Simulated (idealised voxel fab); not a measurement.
Process module under the name voxel transistor to metal
Displayed cross-section: cut, width of 160 nm, square cells sized 5 nm.
Each cross-section below is a grid of square cells, stated as bands in top-down order, with one or more rows of cells making up each band. For a band, the entry starts with two heights in nm, that of the top and then that of the bottom, and carries on with the band's materials in order from left to right, each alongside its width in nm; the word "everywhere" beside a single material means it fills the band edge to edge, and "blank" means empty space. Heights are expressed relative to 0, this being the level below which the as-received wafer comprises one material exclusively. The lowest band is unbounded in the downward direction and is denoted as in "0 down". Note: "30 to 40" means the width goes from the first number (top row of the band) to the second number (bottom row) in equal steps per row of cells. "all unchanged" for a step: no cell of the cross-section changed in that step. Closed empty spaces (no open way to the top) of 8 cells or more are what "Completely sealed voids" lists, each as width x height at distance from the left edge, nm for all three. Formally, on a step line, whatever follows the settings is a remark that the simulator itself makes on the step. "overlay nm" denotes, for a step that has a mask, the displacement of the mask to the right of its planned place, with negative values corresponding to the left.

Below is the list of planned process steps:
1 RECEIVE, material Si
2 OXIDIZE, depth nm 5
3 CONFORMAL_DEP, material SiN, thk nm 10
4 DIRECTIONAL_DEP, material aC, thk nm 10
5 PATTERN, tone cover, mask id ACTIVE, material resist, width nm 120, thk nm 25, overlay nm 0
6 DIRECTIONAL_ETCH, etch materials aC, depth nm 10
7 STRIP, etch materials resist
8 DIRECTIONAL_ETCH, etch materials SiN, depth nm 10
9 DIRECTIONAL_ETCH, etch materials SiO2, depth nm 5
10 DIRECTIONAL_ETCH, etch materials Si, depth nm 20
11 STRIP, etch materials aC
12 OXIDIZE, depth nm 5
13 FILL_DEP, material SiO2, thk nm 5
14 CMP, height nm 10
15 SELECTIVE_ETCH, etch materials SiO2, depth nm 5
16 STRIP, etch materials SiN
17 SELECTIVE_ETCH, etch materials SiO2, depth nm 5
18 OXIDIZE, depth nm 5
19 DIRECTIONAL_DEP, material polySi, thk nm 30
20 DIRECTIONAL_DEP, material SiCN, thk nm 10
21 PATTERN, tone cover, mask id GATE, material resist, width nm 20, thk nm 15, overlay nm 0
22 DIRECTIONAL_ETCH, etch materials SiCN, depth nm 20
23 DIRECTIONAL_ETCH, etch materials polySi, depth nm 40
24 STRIP, etch materials resist
25 CONFORMAL_DEP, material SiN, thk nm 10
26 DIRECTIONAL_ETCH, etch materials SiN, depth nm 10
27 DIRECTIONAL_ETCH, etch materials SiO2, depth nm 5
28 EPI, material nSi, thk nm 5
29 FILL_DEP, material SiO2, thk nm 5
30 CMP, height nm 35
31 DIRECTIONAL_DEP, material SiO2, thk nm 15
32 MASKED_ETCH, tone open, mask id CONTACT, width nm 35, pitch nm 65, etch materials SiO2, depth nm 55, overlay nm -15
33 CONFORMAL_DEP, material TiN, thk nm 5
34 FILL_DEP, material Ru, thk nm 10
35 CMP, height nm 50
36 CONFORMAL_DEP, material SiN, thk nm 5
37 DIRECTIONAL_DEP, material SiO2, thk nm 25
38 DIRECTIONAL_DEP, material aC, thk nm 15
39 PATTERN, tone open, mask id METAL_1, material resist, width nm 20, pitch nm 80, thk nm 30, overlay nm 0
40 DIRECTIONAL_ETCH, etch materials aC, depth nm 15
41 STRIP, etch materials resist
42 DIRECTIONAL_ETCH, etch materials SiO2, depth nm 25
43 DIRECTIONAL_ETCH, etch materials SiN, depth nm 5
44 STRIP, etch materials aC
45 CONFORMAL_DEP, material TiN, thk nm 5
46 FILL_DEP, material W, thk nm 5
47 CMP, height nm 80
48 CONFORMAL_DEP, material SiN, thk nm 5
Among the wafers covered here, the point of difference is the overlay nm at step 32; their starting state is shared, and the plan presents the value of the first wafer.

As received, i.e. after step 1: cross-section through the first of several wafers:
    0 down = Si everywhere
    Completely sealed voids: none

Cross-section of the first of several wafers, taken after step 48, where the module ends:
    85 to 80 = SiN everywhere
    80 to 55 = SiO2 (30), TiN (5), W (10), TiN (5), SiO2 (60), TiN (5), W (10), TiN (5), SiO2 (30)
    55 to 50 = SiN (30), TiN (20), SiN (60), TiN (20), SiN (30)
    50 to 40 = SiO2 (15), TiN (5), Ru (25), TiN (5), SiO2 (30), TiN (5), Ru (25), TiN (5), SiO2 (45)
    40 to 35 = SiO2 (15), TiN (5), Ru (25), TiN (5), SiO2 (30), TiN (25), Ru (5), TiN (5), SiO2 (45)
    35 to 25 = SiO2 (15), TiN (5), Ru (25), TiN (5), SiO2 (10), SiN (10), SiCN (20), SiN (10), TiN (5), Ru (5), TiN (5), SiO2 (45)
    25 to 5 = SiO2 (15), TiN (5), Ru (25), TiN (5), SiO2 (10), SiN (10), polySi (20), SiN (10), TiN (5), Ru (5), TiN (5), SiO2 (45)
    5 to 0 = SiO2 (15), TiN (15), Ru (15), TiN (5), SiO2 (10), SiN (10), polySi (20), SiN (10), TiN (5), Ru (5), TiN (5), SiO2 (45)
    0 to -5 = SiO2 (15), SiN (10), TiN (25), SiO2 (10), SiN (10), polySi (20), SiN (10), TiN (15), SiO2 (20), SiN (10), SiO2 (15)
    -5 to -10 = SiO2 (25), nSi (35), SiO2 (40), nSi (35), SiO2 (25)
    -10 to -30 = SiO2 (25), Si (110), SiO2 (25)
    -30 down = Si everywhere
    Completely sealed voids: none

Showing the last wafer in cross-section at the end of the module:
    85 to 80 = SiN everywhere
    80 to 55 = SiO2 (30), TiN (5), W (10), TiN (5), SiO2 (60), TiN (5), W (10), TiN (5), SiO2 (30)
    55 to 50 = SiN (30), TiN (20), SiN (60), TiN (20), SiN (30)
    50 to 40 = SiO2 (45), TiN (5), Ru (25), TiN (5), SiO2 (30), TiN (5), Ru (25), TiN (5), SiO2 (15)
    40 to 35 = SiO2 (45), TiN (5), Ru (5), TiN (25), SiO2 (30), TiN (5), Ru (25), TiN (5), SiO2 (15)
    35 to 25 = SiO2 (45), TiN (5), Ru (5), TiN (5), SiN (10), SiCN (20), SiN (10), SiO2 (10), TiN (5), Ru (25), TiN (5), SiO2 (15)
    25 to 5 = SiO2 (45), TiN (5), Ru (5), TiN (5), SiN (10), polySi (20), SiN (10), SiO2 (10), TiN (5), Ru (25), TiN (5), SiO2 (15)
    5 to 0 = SiO2 (45), TiN (5), Ru (5), TiN (5), SiN (10), polySi (20), SiN (10), SiO2 (10), TiN (5), Ru (15), TiN (15), SiO2 (15)
    0 to -5 = SiO2 (15), SiN (10), SiO2 (20), TiN (15), SiN (10), polySi (20), SiN (10), SiO2 (10), TiN (25), SiN (10), SiO2 (15)
    -5 to -10 = SiO2 (25), nSi (35), SiO2 (40), nSi (35), SiO2 (25)
    -10 to -30 = SiO2 (25), Si (110), SiO2 (25)
    -30 down = Si everywhere
    Completely sealed voids: none

Per wafer, end of module: cells gained (+) or lost (-) per material since receipt, then closed voids:
overlay nm -15, +66 Ru, -104 Si, +8 SiCN, +92 SiN, +342 SiO2, +82 TiN, +20 W, +14 nSi, +24 polySi, Completely sealed voids: none
overlay nm -10, +75 Ru, -104 Si, +8 SiCN, +92 SiN, +333 SiO2, +82 TiN, +20 W, +14 nSi, +24 polySi, Completely sealed voids: none
overlay nm -5, +84 Ru, -104 Si, +8 SiCN, +92 SiN, +324 SiO2, +82 TiN, +20 W, +14 nSi, +24 polySi, Completely sealed voids: none
overlay nm 0, +84 Ru, -104 Si, +8 SiCN, +92 SiN, +324 SiO2, +82 TiN, +20 W, +14 nSi, +24 polySi, Completely sealed voids: none
overlay nm 5, +84 Ru, -104 Si, +8 SiCN, +92 SiN, +324 SiO2, +82 TiN, +20 W, +14 nSi, +24 polySi, Completely sealed voids: none
overlay nm 10, +75 Ru, -104 Si, +8 SiCN, +92 SiN, +333 SiO2, +82 TiN, +20 W, +14 nSi, +24 polySi, Completely sealed voids: none
overlay nm 15, +66 Ru, -104 Si, +8 SiCN, +92 SiN, +342 SiO2, +82 TiN, +20 W, +14 nSi, +24 polySi, Completely sealed voids: none
